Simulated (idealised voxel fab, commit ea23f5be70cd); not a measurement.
process module | voxel ribs on slabs
cross-section cut | 275 nm wide | cells 5 nm
A cross-section is a grid of square cells, given in bands from the top down. A band is one or more rows of cells.
Each band's line starts with the height of the band's top and of its bottom, in nm. Then come its materials from left to right, each with its width in nm. One material with "throughout" fills the band from edge to edge. "air" is empty space.
Height 0 is the level under which the wafer as received is all one material. The lowest band goes on downwards, as in "0 down".
A width such as "30 to 40" changes by the same amount from each row of cells to the next, from the band's top row to its bottom row.
"no change" after a step means that no cell of the cross-section changed.
closed voids: empty space of 8 cells or more with no open way to the top, each as width x height at its distance from the left edge, in nm
after a step's settings: what the simulator itself notes on the step
overlay nm, on a step with a mask: how far to the right of its planned place the mask lay; to the left if negative
plan
1 op RECEIVE | material Si
2 op DIRECTIONAL_DEP | material SiO2 | thk nm 30
3 op DIRECTIONAL_DEP | material polySi | thk nm 25
4 op MASKED_ETCH | tone cover | mask id RIB | width nm 15 | etch materials polySi | depth nm 15 | overlay nm 0
5 op PATTERN | tone cover | mask id SLAB | material resist | width nm 75 | thk nm 15 | overlay nm 0
6 op DIRECTIONAL_ETCH | etch materials polySi | depth nm 10
7 op STRIP | etch materials resist
8 op FILL_DEP | material SiO2 | thk nm 25
9 op CMP | height nm 75
10 op DIRECTIONAL_DEP | material W | thk nm 5
11 op DIRECTIONAL_DEP | material aC | thk nm 15
12 op PATTERN | tone cover | mask id HEATER | material resist | width nm 25 | thk nm 30 | overlay nm 0
13 op DIRECTIONAL_ETCH | etch materials aC | depth nm 15
14 op STRIP | etch materials resist
15 op DIRECTIONAL_ETCH | etch materials W | depth nm 5
16 op STRIP | etch materials aC
17 op CONFORMAL_DEP | material SiO2 | thk nm 10
as received, after step 1
  0 down: Si throughout
  closed voids: none
first wafer at the end, as planned
  90 to 85: air 115 | SiO2 45 | air 115
  85 to 80: SiO2 throughout
  80 to 75: SiO2 125 | W 25 | SiO2 125
  75 to 55: SiO2 throughout
  55 to 40: SiO2 130 | polySi 15 | SiO2 130
  40 to 30: SiO2 100 | polySi 75 | SiO2 100
  30 to 0: SiO2 throughout
  0 down: Si throughout
  closed voids: none
second wafer at the end: like start, like plan, one mistake
  90 to 85: air 115 | SiO2 45 | air 115
  85 to 80: SiO2 throughout
  80 to 75: SiO2 125 | W 25 | SiO2 125
  75 to 70: SiO2 130 | polySi 15 | SiO2 130
  70 to 60: SiO2 100 | polySi 75 | SiO2 100
  60 to 0: SiO2 throughout
  0 down: Si throughout
  closed voids: none
what went wrong: step 2 was run twice
at the end the second wafer has, in cells: 6 more of SiO2 | 6 fewer of polySi
